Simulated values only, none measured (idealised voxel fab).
The document below concerns the process module designated voxel ribs on slabs.
cross-section cut | 275 nm wide | cells 5 nm
In what follows, cross-sections appear as grids of square cells, described through bands that run from the top down, where every band is one or more rows of cells.
Quick guide to a band line: top height, bottom height (nm) up front; then every material left to right with its width in nm. Only one material and it's marked "throughout"? Then it fills the band edge to edge. And "blank" just means empty space.
The reference from which all heights are counted is 0, the level beneath which the as-received wafer is entirely one material; the lowest band, having no lower bound, proceeds downward and is written after the example "0 down".
Quick explanation for "30..40": the width changes in equal steps down the rows of cells, from the first number in the band's top row to the second number in its bottom row.
"nothing different" -> step changed no cross-section cell.
Fully enclosed voids: empty space of 8 cells or more with no open way to the top, each as width x height at its distance from the left edge, in nm
It should be noted that, on the line of a given step, the content following the step's settings is a remark produced by the simulator itself with respect to that step.
The "overlay nm" setting may appear on a step's line; for a step that uses a mask, it gives how far to the right of its planned position the mask lay, and a negative value indicates the left.
PROCESS STEPS FORESEEN IN THE PLAN
step 1: RECEIVE | material Si
step 2: DIRECTIONAL_DEP | material SiO2 | thk nm 30
step 3: DIRECTIONAL_DEP | material polySi | thk nm 25
step 4: MASKED_ETCH | tone cover | mask id RIB | width nm 15 | etch materials polySi | depth nm 15 | overlay nm 0
step 5: PATTERN | tone cover | mask id SLAB | material resist | width nm 75 | thk nm 15 | overlay nm 0
step 6: DIRECTIONAL_ETCH | etch materials polySi | depth nm 10
step 7: STRIP | etch materials resist
step 8: FILL_DEP | material SiO2 | thk nm 25
step 9: CMP | height nm 75
step 10: DIRECTIONAL_DEP | material W | thk nm 5
step 11: DIRECTIONAL_DEP | material aC | thk nm 15
step 12: PATTERN | tone cover | mask id HEATER | material resist | width nm 25 | thk nm 30 | overlay nm 0
step 13: DIRECTIONAL_ETCH | etch materials aC | depth nm 15
step 14: STRIP | etch materials resist
step 15: DIRECTIONAL_ETCH | etch materials W | depth nm 5
step 16: STRIP | etch materials aC
step 17: CONFORMAL_DEP | material SiO2 | thk nm 10
CROSS-SECTION OF THE WAFER UPON ARRIVAL, REPRESENTING THE STATE REACHED AFTER STEP 1
	0 down = Si throughout
	Fully enclosed voids: none
CROSS-SECTIONAL IMAGE OF THE FIRST OF TWO WAFERS AT THE END OF THE MODULE, THE RUN HAVING PROCEEDED AS PLANNED
	90 to 85 = blank 115 nm / SiO2 45 nm / blank 115 nm
	85 to 80 = SiO2 throughout
	80 to 75 = SiO2 125 nm / W 25 nm / SiO2 125 nm
	75 to 55 = SiO2 throughout
	55 to 40 = SiO2 130 nm / polySi 15 nm / SiO2 130 nm
	40 to 30 = SiO2 100 nm / polySi 75 nm / SiO2 100 nm
	30 to 0 = SiO2 throughout
	0 down = Si throughout
	Fully enclosed voids: none
CROSS-SECTIONAL VIEW: SECOND OF TWO WAFERS, END OF MODULE; START AND PLAN IDENTICAL TO THE FIRST, ONE MISTAKE IN RUNNING
	90 to 85 = blank 115 nm / SiO2 45 nm / blank 115 nm
	85 to 80 = SiO2 throughout
	80 to 75 = SiO2 125 nm / W 25 nm / SiO2 125 nm
	75 to 25 = SiO2 throughout
	25 to 0 = polySi throughout
	0 down = Si throughout
	Fully enclosed voids: none
Deviation from plan: steps 2 and 3 swapped
Final difference in cells, second wafer against first, listed per material as more or fewer: -236 SiO2, +236 polySi
